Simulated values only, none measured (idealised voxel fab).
process module | voxel fin reveal
cross-section cut | 295 nm wide | cells 5 nm
A cross-section is a grid of square cells, given in bands from the top down. A band is one or more rows of cells.
Each band's line starts with the height of the band's top and of its bottom, in nm. Then come its materials from left to right, each with its width in nm. One material with "throughout" fills the band from edge to edge. "air" is empty space.
Height 0 is the level under which the wafer as received is all one material. The lowest band goes on downwards, as in "0 down".
A width such as "30 to 40" changes by the same amount from each row of cells to the next, from the band's top row to its bottom row.
"no change" after a step means that no cell of the cross-section changed.
closed voids: empty space of 8 cells or more with no open way to the top, each as width x height at its distance from the left edge, in nm
after a step's settings: what the simulator itself notes on the step
overlay nm, on a step with a mask: how far to the right of its planned place the mask lay; to the left if negative
plan
1 op RECEIVE | material Si
2 op CONFORMAL_DEP | material SiN | thk nm 10
3 op PATTERN | tone cover | mask id FINS | material resist | width nm 15 | pitch nm 40 | thk nm 20 | overlay nm 0
4 op DIRECTIONAL_ETCH | etch materials SiN | depth nm 10
5 op DIRECTIONAL_ETCH | etch materials Si | depth nm 30
6 op STRIP | etch materials resist
7 op FILL_DEP | material SiO2 | thk nm 5
8 op CMP | height nm 10
9 op SELECTIVE_ETCH | etch materials SiO2 | depth nm 25
10 op STRIP | etch materials SiN
11 op CONFORMAL_DEP | material SiO2 | thk nm 5
as received, after step 1
  0 down: Si throughout
  closed voids: none
a wafer at the end: this start, this plan, one mistake
  5 to 0: air 95 | SiO2 25 | air 15 | SiO2 25 | air 15 | SiO2 25 | air 95
  0 to -10: air 95 | SiO2 5 | Si 15 | SiO2 5 | air 15 | SiO2 5 | Si 15 | SiO2 5 | air 15 | SiO2 5 | Si 15 | SiO2 5 | air 95
  -10 to -20: SiO2 80 | air 15 | SiO2 5 | Si 15 | SiO2 5 | air 15 | SiO2 5 | Si 15 | SiO2 5 | air 15 | SiO2 5 | Si 15 | SiO2 5 | air 15 | SiO2 80
  -20 to -30: SiO2 100 | Si 15 | SiO2 25 | Si 15 | SiO2 25 | Si 15 | SiO2 100
  -30 down: Si throughout
  closed voids: none
what went wrong: steps 9 and 10 were swapped
